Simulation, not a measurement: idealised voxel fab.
A process module follows: voxel plated lines.
Square cell edge 5 nm, section width 245 nm, ID cut.
Square cells in a grid make up a cross-section in this document, and the grid is given as bands, listed from the top down, each one or more rows of cells. Within each band entry, the heights of the top and of the bottom of the band appear first, in that order and in nm; the materials of the band then follow from left to right, each with its corresponding width in nm. The designation "throughout" on a single material indicates that it fills the band from edge to edge; the designation "empty" indicates empty space. Convention: height 0 is the level below which the wafer, as received, is all one material. The lowest band does not terminate at the bottom but continues downward, represented as "0 and below". So if you see something like "30->40" for the width, read it as the top row of the band sitting at the first number and the bottom row at the second, with every row in between moving by the same amount as the last. "no change" -> step changed no cross-section cell. In "Sealed internal voids" the enclosed voids are listed, meaning empty spaces of 8 cells or larger without any opening to the top. The form is width x height at distance, distance from the left edge, units nm. Note: text after step settings on the step line = simulator remark on that step. Regarding "overlay nm": on a step with a mask, it is the distance the mask lay to the right of its planned place; a negative value places it to the left.
# These are the steps we planned for the process
1,RECEIVE, material Si
2,CONFORMAL_DEP, material SiO2, thk nm 5
3,DIRECTIONAL_DEP, material TiN, thk nm 5
4,PATTERN, tone open, mask id LINES, material resist, width nm 20, pitch nm 35, thk nm 40, overlay nm 0
5,EPI, material Ru, thk nm 5
6,EPI, material Ru, thk nm 5
7,EPI, material Ru, thk nm 5
8,STRIP, etch materials resist
9,DIRECTIONAL_ETCH, etch materials TiN, depth nm 5
10,CONFORMAL_DEP, material SiCN, thk nm 10
Be aware that, although all wafers share a common starting state, the thk nm at step 3 differs among them, and the plan displays the first wafer's value.
# Cross-sectional view of the first of several wafers in the as-received condition, corresponding to the state following step 1
  0 and below | Si throughout
  Sealed internal voids: none
# Below, a row for every wafer. Read it as the end-of-module picture: for each material the wafer shows its cells gained (+) or lost (-) since it was received, and then its closed voids
thk nm 5 | +36 Ru | +138 SiCN | +49 SiO2 | +12 TiN | Sealed internal voids: none
thk nm 10 | +36 Ru | +138 SiCN | +49 SiO2 | +61 TiN | Sealed internal voids: none
thk nm 15 | +36 Ru | +138 SiCN | +49 SiO2 | +110 TiN | Sealed internal voids: none
thk nm 20 | +36 Ru | +138 SiCN | +49 SiO2 | +159 TiN | Sealed internal voids: none
